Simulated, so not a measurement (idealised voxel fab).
Module name: voxel wiring stack (process module)
Square cells of 5 nm make up the cross-section cut, whose width is 145 nm.
Think of the cross-section as a grid of square cells. We describe it in bands, top to bottom, and each band covers one or more rows of those cells. Quick guide to a band line: top height, bottom height (nm) up front; then every material left to right with its width in nm. Only one material and it's marked "edge to edge"? Then it fills the band edge to edge. And "air" just means empty space. Ref level 0: as-received wafer is one material below here. Bottom band extends down with no lower bound ("0 and below"). Note: "30..40" means the width goes from the first number (top row of the band) to the second number (bottom row) in equal steps per row of cells. It should be understood that the words "remained unchanged", when stated for a given step, signify that the cross-section underwent no change in any of its cells during that step. This entry, "Tabulated closed voids", enumerates those empty regions of no fewer than 8 cells that possess no open connection to the top. Each region is reported in the form width x height at distance, the distance being taken from the left edge, with all three quantities expressed in nm. That trailing text on a step's line, after the settings, is the simulator's own remark on the step. The line of a step may include "overlay nm". On a step with a mask, this value is how far to the right of its planned place the mask lay. A negative value means the mask lay to the left.

### So here's the lineup of process steps we planned
1: op RECEIVE | material Si
2: op CONFORMAL_DEP | material SiO2 | thk nm 15
3: op DIRECTIONAL_DEP | material TiN | thk nm 5
4: op DIRECTIONAL_DEP | material W | thk nm 15
5: op MASKED_ETCH | tone cover | mask id METAL_1 | width nm 30 | pitch nm 60 | etch materials W | depth nm 15 | overlay nm 0
6: op MASKED_ETCH | tone cover | mask id METAL_1 | width nm 30 | pitch nm 60 | etch materials TiN | depth nm 5 | overlay nm 0
7: op FILL_DEP | material SiO2 | thk nm 5
8: op CMP | height nm 35
9: op CONFORMAL_DEP | material SiCN | thk nm 5
10: op DIRECTIONAL_DEP | material SiO2 | thk nm 10
11: op MASKED_ETCH | tone open | mask id PLUG_1 | width nm 15 | etch materials SiO2 | depth nm 10 | overlay nm 0
12: op MASKED_ETCH | tone open | mask id PLUG_1 | width nm 15 | etch materials SiCN | depth nm 5 | overlay nm 0
13: op CONFORMAL_DEP | material TiN | thk nm 5
14: op FILL_DEP | material Cu | thk nm 5
15: op CMP | height nm 50
16: op CONFORMAL_DEP | material SiN | thk nm 5
17: op DIRECTIONAL_DEP | material lowk | thk nm 15
18: op MASKED_ETCH | tone open | mask id METAL_2 | width nm 30 | pitch nm 60 | etch materials lowk | depth nm 15 | overlay nm 0
19: op MASKED_ETCH | tone open | mask id METAL_2 | width nm 30 | pitch nm 60 | etch materials SiN | depth nm 5 | overlay nm 0
20: op CONFORMAL_DEP | material TiN | thk nm 5
21: op FILL_DEP | material Cu | thk nm 10
22: op CMP | height nm 70
23: op CONFORMAL_DEP | material SiCN | thk nm 5
24: op DIRECTIONAL_DEP | material lowk | thk nm 30
25: op MASKED_ETCH | tone open | mask id METAL_3 | width nm 30 | pitch nm 60 | etch materials lowk | depth nm 15 | overlay nm 0
26: op MASKED_ETCH | tone open | mask id METAL_3_HOLES | width nm 15 | etch materials lowk | depth nm 15 | overlay nm 0
27: op MASKED_ETCH | tone open | mask id METAL_3_HOLES | width nm 15 | etch materials SiCN | depth nm 5 | overlay nm 0
28: op CONFORMAL_DEP | material TiN | thk nm 5
29: op FILL_DEP | material Cu | thk nm 10
30: op CMP | height nm 105
31: op CONFORMAL_DEP | material SiCN | thk nm 5
32: op DIRECTIONAL_DEP | material lowk | thk nm 10
33: op DIRECTIONAL_DEP | material aC | thk nm 15
34: op PATTERN | tone open | mask id PLUG_3 | material resist | width nm 15 | thk nm 30 | overlay nm 0
35: op DIRECTIONAL_ETCH | etch materials aC | depth nm 15
36: op STRIP | etch materials resist
37: op DIRECTIONAL_ETCH | etch materials lowk | depth nm 10
38: op DIRECTIONAL_ETCH | etch materials SiCN | depth nm 5
39: op STRIP | etch materials aC
40: op EPI | material Ru | thk nm 10
41: op EPI | material Ru | thk nm 5
42: op DIRECTIONAL_DEP | material TiN | thk nm 5
43: op DIRECTIONAL_DEP | material W | thk nm 15
44: op PATTERN | tone cover | mask id METAL_4 | material resist | width nm 30 | pitch nm 60 | thk nm 20 | overlay nm 0
45: op DIRECTIONAL_ETCH | etch materials W | depth nm 15
46: op DIRECTIONAL_ETCH | etch materials TiN | depth nm 5
47: op STRIP | etch materials resist
48: op FILL_DEP | material SiO2 | thk nm 5
49: op CMP | height nm 140
50: op CONFORMAL_DEP | material SiCN | thk nm 5

### The first of two wafers, run as planned

### Cross-sectional view of the wafer in its as-received condition, corresponding to the state after step 1
	0 and below  Si edge to edge
	Tabulated closed voids: none

### Wafer xsec, post step 2
	15 down to 0  SiO2 edge to edge
	Below a height of 0, the structure has not been altered.

### Wafer xsec, post step 3
	20 down to 15  TiN edge to edge
	Below a height of 15, the structure has not been altered.

### Wafer xsec, post step 4
	35 down to 20  W edge to edge
	Below a height of 20, the structure has not been altered.

### Wafer xsec, post step 5
	35 down to 20  air 25 nm  W 30 nm  air 30 nm  W 30 nm  air 30 nm
	Below a height of 20, the structure has not been altered.

### Wafer xsec, post step 6
	35 down to 20  air 25 nm  W 30 nm  air 30 nm  W 30 nm  air 30 nm
	20 down to 15  air 25 nm  TiN 30 nm  air 30 nm  TiN 30 nm  air 30 nm
	Below a height of 15, the structure has not been altered.

### Wafer xsec, post step 7
	40 down to 35  SiO2 edge to edge
	35 down to 20  SiO2 25 nm  W 30 nm  SiO2 30 nm  W 30 nm  SiO2 30 nm
	20 down to 15  SiO2 25 nm  TiN 30 nm  SiO2 30 nm  TiN 30 nm  SiO2 30 nm
	Below a height of 15, the structure has not been altered.

### Wafer xsec, post step 8
	35 down to 20  SiO2 25 nm  W 30 nm  SiO2 30 nm  W 30 nm  SiO2 30 nm
	Below a height of 20, the structure has not been altered.

### Wafer xsec, post step 9
	40 down to 35  SiCN edge to edge
	Below a height of 35, the structure has not been altered.

### Wafer xsec, post step 10
	50 down to 40  SiO2 edge to edge
	Below a height of 40, the structure has not been altered.

### Wafer xsec, post step 11
	50 down to 40  SiO2 25 nm  air 15 nm  SiO2 105 nm
	Below a height of 40, the structure has not been altered.

### Wafer xsec, post step 12
	50 down to 40  SiO2 25 nm  air 15 nm  SiO2 105 nm
	40 down to 35  SiCN 25 nm  air 15 nm  SiCN 105 nm
	Below a height of 35, the structure has not been altered.

### Wafer xsec, post step 13
	55 down to 50  TiN 30 nm  air 5 nm  TiN 110 nm
	50 down to 40  SiO2 25 nm  TiN 5 nm  air 5 nm  TiN 5 nm  SiO2 105 nm
	40 down to 35  SiCN 25 nm  TiN 15 nm  SiCN 105 nm
	Below a height of 35, the structure has not been altered.

### Wafer xsec, post step 14
	60 down to 55  Cu edge to edge
	55 down to 50  TiN 30 nm  Cu 5 nm  TiN 110 nm
	50 down to 40  SiO2 25 nm  TiN 5 nm  Cu 5 nm  TiN 5 nm  SiO2 105 nm
	Below a height of 40, the structure has not been altered.

### Wafer xsec, post step 15
	50 down to 40  SiO2 25 nm  TiN 5 nm  Cu 5 nm  TiN 5 nm  SiO2 105 nm
	Below a height of 40, the structure has not been altered.

### Wafer xsec, post step 16
	55 down to 50  SiN edge to edge
	Below a height of 50, the structure has not been altered.

### Wafer xsec, post step 17
	70 down to 55  lowk edge to edge
	Below a height of 55, the structure has not been altered.

### Wafer xsec, post step 18
	70 down to 55  lowk 25 nm  air 30 nm  lowk 30 nm  air 30 nm  lowk 30 nm
	Below a height of 55, the structure has not been altered.

### Wafer xsec, post step 19
	70 down to 55  lowk 25 nm  air 30 nm  lowk 30 nm  air 30 nm  lowk 30 nm
	55 down to 50  SiN 25 nm  air 30 nm  SiN 30 nm  air 30 nm  SiN 30 nm
	Below a height of 50, the structure has not been altered.

### Wafer xsec, post step 20
	75 down to 70  TiN 30 nm  air 20 nm  TiN 40 nm  air 20 nm  TiN 35 nm
	70 down to 55  lowk 25 nm  TiN 5 nm  air 20 nm  TiN 5 nm  lowk 30 nm  TiN 5 nm  air 20 nm  TiN 5 nm  lowk 30 nm
	55 down to 50  SiN 25 nm  TiN 30 nm  SiN 30 nm  TiN 30 nm  SiN 30 nm
	Below a height of 50, the structure has not been altered.

### Wafer xsec, post step 21
	85 down to 75  Cu edge to edge
	75 down to 70  TiN 30 nm  Cu 20 nm  TiN 40 nm  Cu 20 nm  TiN 35 nm
	70 down to 55  lowk 25 nm  TiN 5 nm  Cu 20 nm  TiN 5 nm  lowk 30 nm  TiN 5 nm  Cu 20 nm  TiN 5 nm  lowk 30 nm
	Below a height of 55, the structure has not been altered.

### Wafer xsec, post step 22
	70 down to 55  lowk 25 nm  TiN 5 nm  Cu 20 nm  TiN 5 nm  lowk 30 nm  TiN 5 nm  Cu 20 nm  TiN 5 nm  lowk 30 nm
	Below a height of 55, the structure has not been altered.

### Wafer xsec, post step 23
	75 down to 70  SiCN edge to edge
	Below a height of 70, the structure has not been altered.

### Wafer xsec, post step 24
	105 down to 75  lowk edge to edge
	Below a height of 75, the structure has not been altered.

### Wafer xsec, post step 25
	105 down to 90  lowk 25 nm  air 30 nm  lowk 30 nm  air 30 nm  lowk 30 nm
	Below a height of 90, the structure has not been altered.

### Wafer xsec, post step 26
	105 down to 90  lowk 25 nm  air 30 nm  lowk 30 nm  air 30 nm  lowk 30 nm
	90 down to 75  lowk 25 nm  air 15 nm  lowk 105 nm
	Below a height of 75, the structure has not been altered.

### Wafer xsec, post step 27
	105 down to 90  lowk 25 nm  air 30 nm  lowk 30 nm  air 30 nm  lowk 30 nm
	90 down to 75  lowk 25 nm  air 15 nm  lowk 105 nm
	75 down to 70  SiCN 25 nm  air 15 nm  SiCN 105 nm
	Below a height of 70, the structure has not been altered.

### Wafer xsec, post step 28
	110 down to 105  TiN 30 nm  air 20 nm  TiN 40 nm  air 20 nm  TiN 35 nm
	105 down to 95  lowk 25 nm  TiN 5 nm  air 20 nm  TiN 5 nm  lowk 30 nm  TiN 5 nm  air 20 nm  TiN 5 nm  lowk 30 nm
	95 down to 90  lowk 25 nm  TiN 5 nm  air 5 nm  TiN 20 nm  lowk 30 nm  TiN 30 nm  lowk 30 nm
	90 down to 75  lowk 25 nm  TiN 5 nm  air 5 nm  TiN 5 nm  lowk 105 nm
	75 down to 70  SiCN 25 nm  TiN 15 nm  SiCN 105 nm
	Below a height of 70, the structure has not been altered.

### Wafer xsec, post step 29
	120 down to 110  Cu edge to edge
	110 down to 105  TiN 30 nm  Cu 20 nm  TiN 40 nm  Cu 20 nm  TiN 35 nm
	105 down to 95  lowk 25 nm  TiN 5 nm  Cu 20 nm  TiN 5 nm  lowk 30 nm  TiN 5 nm  Cu 20 nm  TiN 5 nm  lowk 30 nm
	95 down to 90  lowk 25 nm  TiN 5 nm  Cu 5 nm  TiN 20 nm  lowk 30 nm  TiN 30 nm  lowk 30 nm
	90 down to 75  lowk 25 nm  TiN 5 nm  Cu 5 nm  TiN 5 nm  lowk 105 nm
	Below a height of 75, the structure has not been altered.

### Wafer xsec, post step 30
	105 down to 95  lowk 25 nm  TiN 5 nm  Cu 20 nm  TiN 5 nm  lowk 30 nm  TiN 5 nm  Cu 20 nm  TiN 5 nm  lowk 30 nm
	Below a height of 95, the structure has not been altered.

### Wafer xsec, post step 31
	110 down to 105  SiCN edge to edge
	Below a height of 105, the structure has not been altered.

### Wafer xsec, post step 32
	120 down to 110  lowk edge to edge
	Below a height of 110, the structure has not been altered.

### Wafer xsec, post step 33
	135 down to 120  aC edge to edge
	Below a height of 120, the structure has not been altered.

### Wafer xsec, post step 34
	165 down to 135  resist 25 nm  air 15 nm  resist 105 nm
	Below a height of 135, the structure has not been altered.

### Wafer xsec, post step 35
	150 down to 135  resist 25 nm  air 15 nm  resist 105 nm
	135 down to 120  aC 25 nm  air 15 nm  aC 105 nm
	Below a height of 120, the structure has not been altered.

### Wafer xsec, post step 36
	135 down to 120  aC 25 nm  air 15 nm  aC 105 nm
	Below a height of 120, the structure has not been altered.

### Wafer xsec, post step 37
	135 down to 120  aC 25 nm  air 15 nm  aC 105 nm
	120 down to 110  lowk 25 nm  air 15 nm  lowk 105 nm
	Below a height of 110, the structure has not been altered.

### Wafer xsec, post step 38
	135 down to 120  aC 25 nm  air 15 nm  aC 105 nm
	120 down to 110  lowk 25 nm  air 15 nm  lowk 105 nm
	110 down to 105  SiCN 25 nm  air 15 nm  SiCN 105 nm
	Below a height of 105, the structure has not been altered.

### Wafer xsec, post step 39
	120 down to 110  lowk 25 nm  air 15 nm  lowk 105 nm
	Below a height of 110, the structure has not been altered.

### Wafer xsec, post step 40
	120 down to 115  lowk 25 nm  air 15 nm  lowk 105 nm
	115 down to 110  lowk 25 nm  Ru 15 nm  lowk 105 nm
	110 down to 105  SiCN 25 nm  Ru 15 nm  SiCN 105 nm
	Below a height of 105, the structure has not been altered.

### Wafer xsec, post step 41
	120 down to 110  lowk 25 nm  Ru 15 nm  lowk 105 nm
	Below a height of 110, the structure has not been altered.

### Wafer xsec, post step 42
	125 down to 120  TiN edge to edge
	Below a height of 120, the structure has not been altered.

### Wafer xsec, post step 43
	140 down to 125  W edge to edge
	Below a height of 125, the structure has not been altered.

### Wafer xsec, post step 44
	160 down to 140  air 25 nm  resist 30 nm  air 30 nm  resist 30 nm  air 30 nm
	Below a height of 140, the structure has not been altered.

### Wafer xsec, post step 45
	160 down to 140  air 25 nm  resist 30 nm  air 30 nm  resist 30 nm  air 30 nm
	140 down to 125  air 25 nm  W 30 nm  air 30 nm  W 30 nm  air 30 nm
	Below a height of 125, the structure has not been altered.

### Wafer xsec, post step 46
	160 down to 140  air 25 nm  resist 30 nm  air 30 nm  resist 30 nm  air 30 nm
	140 down to 125  air 25 nm  W 30 nm  air 30 nm  W 30 nm  air 30 nm
	125 down to 120  air 25 nm  TiN 30 nm  air 30 nm  TiN 30 nm  air 30 nm
	Below a height of 120, the structure has not been altered.

### Wafer xsec, post step 47
	140 down to 125  air 25 nm  W 30 nm  air 30 nm  W 30 nm  air 30 nm
	Below a height of 125, the structure has not been altered.

### Wafer xsec, post step 48
	145 down to 140  SiO2 edge to edge
	140 down to 125  SiO2 25 nm  W 30 nm  SiO2 30 nm  W 30 nm  SiO2 30 nm
	125 down to 120  SiO2 25 nm  TiN 30 nm  SiO2 30 nm  TiN 30 nm  SiO2 30 nm
	Below a height of 120, the structure has not been altered.

### Wafer xsec, post step 49
	140 down to 125  SiO2 25 nm  W 30 nm  SiO2 30 nm  W 30 nm  SiO2 30 nm
	Below a height of 125, the structure has not been altered.

### Wafer xsec, post step 50
	145 down to 140  SiCN edge to edge
	Below a height of 140, the structure has not been altered.

### Now the other wafer: same start, same recipe, but we messed up one thing when running it. Up to and including step 9 it's the same as the first one

Look at the second wafer in cross-section at the time step 10 ought to have finished: remained unchanged

Look at the second wafer in cross-section at the time step 11 ought to have finished: remained unchanged

### Look at the second wafer in cross-section at the time step 12 ought to have finished
	40 down to 35  SiCN 25 nm  air 15 nm  SiCN 105 nm
	Below a height of 35, the structure has not been altered.

### Look at the second wafer in cross-section at the time step 13 ought to have finished
	45 down to 40  TiN 30 nm  air 5 nm  TiN 110 nm
	40 down to 35  SiCN 25 nm  TiN 15 nm  SiCN 105 nm
	Below a height of 35, the structure has not been altered.

### Look at the second wafer in cross-section at the time step 14 ought to have finished
	50 down to 45  Cu edge to edge
	45 down to 40  TiN 30 nm  Cu 5 nm  TiN 110 nm
	Below a height of 40, the structure has not been altered.

Look at the second wafer in cross-section at the time step 15 ought to have finished: remained unchanged

### Look at the second wafer in cross-section at the time step 16 ought to have finished
	55 down to 50  SiN edge to edge
	Below a height of 50, the structure has not been altered.

### Look at the second wafer in cross-section at the time step 17 ought to have finished
	70 down to 55  lowk edge to edge
	Below a height of 55, the structure has not been altered.

### Look at the second wafer in cross-section at the time step 18 ought to have finished
	70 down to 55  lowk 25 nm  air 30 nm  lowk 30 nm  air 30 nm  lowk 30 nm
	Below a height of 55, the structure has not been altered.

### Look at the second wafer in cross-section at the time step 19 ought to have finished
	70 down to 55  lowk 25 nm  air 30 nm  lowk 30 nm  air 30 nm  lowk 30 nm
	55 down to 50  SiN 25 nm  air 30 nm  SiN 30 nm  air 30 nm  SiN 30 nm
	Below a height of 50, the structure has not been altered.

### Look at the second wafer in cross-section at the time step 20 ought to have finished
	75 down to 70  TiN 30 nm  air 20 nm  TiN 40 nm  air 20 nm  TiN 35 nm
	70 down to 55  lowk 25 nm  TiN 5 nm  air 20 nm  TiN 5 nm  lowk 30 nm  TiN 5 nm  air 20 nm  TiN 5 nm  lowk 30 nm
	55 down to 50  SiN 25 nm  TiN 30 nm  SiN 30 nm  TiN 30 nm  SiN 30 nm
	Below a height of 50, the structure has not been altered.

### Look at the second wafer in cross-section at the time step 21 ought to have finished
	85 down to 75  Cu edge to edge
	75 down to 70  TiN 30 nm  Cu 20 nm  TiN 40 nm  Cu 20 nm  TiN 35 nm
	70 down to 55  lowk 25 nm  TiN 5 nm  Cu 20 nm  TiN 5 nm  lowk 30 nm  TiN 5 nm  Cu 20 nm  TiN 5 nm  lowk 30 nm
	Below a height of 55, the structure has not been altered.

### Look at the second wafer in cross-section at the time step 22 ought to have finished
	70 down to 55  lowk 25 nm  TiN 5 nm  Cu 20 nm  TiN 5 nm  lowk 30 nm  TiN 5 nm  Cu 20 nm  TiN 5 nm  lowk 30 nm
	Below a height of 55, the structure has not been altered.

### Look at the second wafer in cross-section at the time step 23 ought to have finished
	75 down to 70  SiCN edge to edge
	Below a height of 70, the structure has not been altered.

### Look at the second wafer in cross-section at the time step 24 ought to have finished
	105 down to 75  lowk edge to edge
	Below a height of 75, the structure has not been altered.

### Look at the second wafer in cross-section at the time step 25 ought to have finished
	105 down to 90  lowk 25 nm  air 30 nm  lowk 30 nm  air 30 nm  lowk 30 nm
	Below a height of 90, the structure has not been altered.

### Look at the second wafer in cross-section at the time step 26 ought to have finished
	105 down to 90  lowk 25 nm  air 30 nm  lowk 30 nm  air 30 nm  lowk 30 nm
	90 down to 75  lowk 25 nm  air 15 nm  lowk 105 nm
	Below a height of 75, the structure has not been altered.

### Look at the second wafer in cross-section at the time step 27 ought to have finished
	105 down to 90  lowk 25 nm  air 30 nm  lowk 30 nm  air 30 nm  lowk 30 nm
	90 down to 75  lowk 25 nm  air 15 nm  lowk 105 nm
	75 down to 70  SiCN 25 nm  air 15 nm  SiCN 105 nm
	Below a height of 70, the structure has not been altered.

### Look at the second wafer in cross-section at the time step 28 ought to have finished
	110 down to 105  TiN 30 nm  air 20 nm  TiN 40 nm  air 20 nm  TiN 35 nm
	105 down to 95  lowk 25 nm  TiN 5 nm  air 20 nm  TiN 5 nm  lowk 30 nm  TiN 5 nm  air 20 nm  TiN 5 nm  lowk 30 nm
	95 down to 90  lowk 25 nm  TiN 5 nm  air 5 nm  TiN 20 nm  lowk 30 nm  TiN 30 nm  lowk 30 nm
	90 down to 75  lowk 25 nm  TiN 5 nm  air 5 nm  TiN 5 nm  lowk 105 nm
	75 down to 70  SiCN 25 nm  TiN 15 nm  SiCN 105 nm
	Below a height of 70, the structure has not been altered.

### Look at the second wafer in cross-section at the time step 29 ought to have finished
	120 down to 110  Cu edge to edge
	110 down to 105  TiN 30 nm  Cu 20 nm  TiN 40 nm  Cu 20 nm  TiN 35 nm
	105 down to 95  lowk 25 nm  TiN 5 nm  Cu 20 nm  TiN 5 nm  lowk 30 nm  TiN 5 nm  Cu 20 nm  TiN 5 nm  lowk 30 nm
	95 down to 90  lowk 25 nm  TiN 5 nm  Cu 5 nm  TiN 20 nm  lowk 30 nm  TiN 30 nm  lowk 30 nm
	90 down to 75  lowk 25 nm  TiN 5 nm  Cu 5 nm  TiN 5 nm  lowk 105 nm
	Below a height of 75, the structure has not been altered.

### Look at the second wafer in cross-section at the time step 30 ought to have finished
	105 down to 95  lowk 25 nm  TiN 5 nm  Cu 20 nm  TiN 5 nm  lowk 30 nm  TiN 5 nm  Cu 20 nm  TiN 5 nm  lowk 30 nm
	Below a height of 95, the structure has not been altered.

### Look at the second wafer in cross-section at the time step 31 ought to have finished
	110 down to 105  SiCN edge to edge
	Below a height of 105, the structure has not been altered.

### Look at the second wafer in cross-section at the time step 32 ought to have finished
	120 down to 110  lowk edge to edge
	Below a height of 110, the structure has not been altered.

### Look at the second wafer in cross-section at the time step 33 ought to have finished
	135 down to 120  aC edge to edge
	Below a height of 120, the structure has not been altered.

### Look at the second wafer in cross-section at the time step 34 ought to have finished
	165 down to 135  resist 25 nm  air 15 nm  resist 105 nm
	Below a height of 135, the structure has not been altered.

### Look at the second wafer in cross-section at the time step 35 ought to have finished
	150 down to 135  resist 25 nm  air 15 nm  resist 105 nm
	135 down to 120  aC 25 nm  air 15 nm  aC 105 nm
	Below a height of 120, the structure has not been altered.

### Look at the second wafer in cross-section at the time step 36 ought to have finished
	135 down to 120  aC 25 nm  air 15 nm  aC 105 nm
	Below a height of 120, the structure has not been altered.

### Look at the second wafer in cross-section at the time step 37 ought to have finished
	135 down to 120  aC 25 nm  air 15 nm  aC 105 nm
	120 down to 110  lowk 25 nm  air 15 nm  lowk 105 nm
	Below a height of 110, the structure has not been altered.

### Look at the second wafer in cross-section at the time step 38 ought to have finished
	135 down to 120  aC 25 nm  air 15 nm  aC 105 nm
	120 down to 110  lowk 25 nm  air 15 nm  lowk 105 nm
	110 down to 105  SiCN 25 nm  air 15 nm  SiCN 105 nm
	Below a height of 105, the structure has not been altered.

### Look at the second wafer in cross-section at the time step 39 ought to have finished
	120 down to 110  lowk 25 nm  air 15 nm  lowk 105 nm
	Below a height of 110, the structure has not been altered.

### Look at the second wafer in cross-section at the time step 40 ought to have finished
	120 down to 115  lowk 25 nm  air 15 nm  lowk 105 nm
	115 down to 110  lowk 25 nm  Ru 15 nm  lowk 105 nm
	110 down to 105  SiCN 25 nm  Ru 15 nm  SiCN 105 nm
	Below a height of 105, the structure has not been altered.

### Look at the second wafer in cross-section at the time step 41 ought to have finished
	120 down to 110  lowk 25 nm  Ru 15 nm  lowk 105 nm
	Below a height of 110, the structure has not been altered.

### Look at the second wafer in cross-section at the time step 42 ought to have finished
	125 down to 120  TiN edge to edge
	Below a height of 120, the structure has not been altered.

### Look at the second wafer in cross-section at the time step 43 ought to have finished
	140 down to 125  W edge to edge
	Below a height of 125, the structure has not been altered.

### Look at the second wafer in cross-section at the time step 44 ought to have finished
	160 down to 140  air 25 nm  resist 30 nm  air 30 nm  resist 30 nm  air 30 nm
	Below a height of 140, the structure has not been altered.

### Look at the second wafer in cross-section at the time step 45 ought to have finished
	160 down to 140  air 25 nm  resist 30 nm  air 30 nm  resist 30 nm  air 30 nm
	140 down to 125  air 25 nm  W 30 nm  air 30 nm  W 30 nm  air 30 nm
	Below a height of 125, the structure has not been altered.

### Look at the second wafer in cross-section at the time step 46 ought to have finished
	160 down to 140  air 25 nm  resist 30 nm  air 30 nm  resist 30 nm  air 30 nm
	140 down to 125  air 25 nm  W 30 nm  air 30 nm  W 30 nm  air 30 nm
	125 down to 120  air 25 nm  TiN 30 nm  air 30 nm  TiN 30 nm  air 30 nm
	Below a height of 120, the structure has not been altered.

### Look at the second wafer in cross-section at the time step 47 ought to have finished
	140 down to 125  air 25 nm  W 30 nm  air 30 nm  W 30 nm  air 30 nm
	Below a height of 125, the structure has not been altered.

### Look at the second wafer in cross-section at the time step 48 ought to have finished
	145 down to 140  SiO2 edge to edge
	140 down to 125  SiO2 25 nm  W 30 nm  SiO2 30 nm  W 30 nm  SiO2 30 nm
	125 down to 120  SiO2 25 nm  TiN 30 nm  SiO2 30 nm  TiN 30 nm  SiO2 30 nm
	Below a height of 120, the structure has not been altered.

### Look at the second wafer in cross-section at the time step 49 ought to have finished
	140 down to 125  SiO2 25 nm  W 30 nm  SiO2 30 nm  W 30 nm  SiO2 30 nm
	Below a height of 125, the structure has not been altered.

### Look at the second wafer in cross-section at the time step 50 ought to have finished
	145 down to 140  SiCN edge to edge
	Below a height of 140, the structure has not been altered.
Heads up, the wafer didn't run the way we planned it: step 10 of the plan never got run, it was skipped over
Cell-count delta at end, second wafer over first, by material: Cu: 28 more; SiO2: 52 fewer; TiN: 24 more
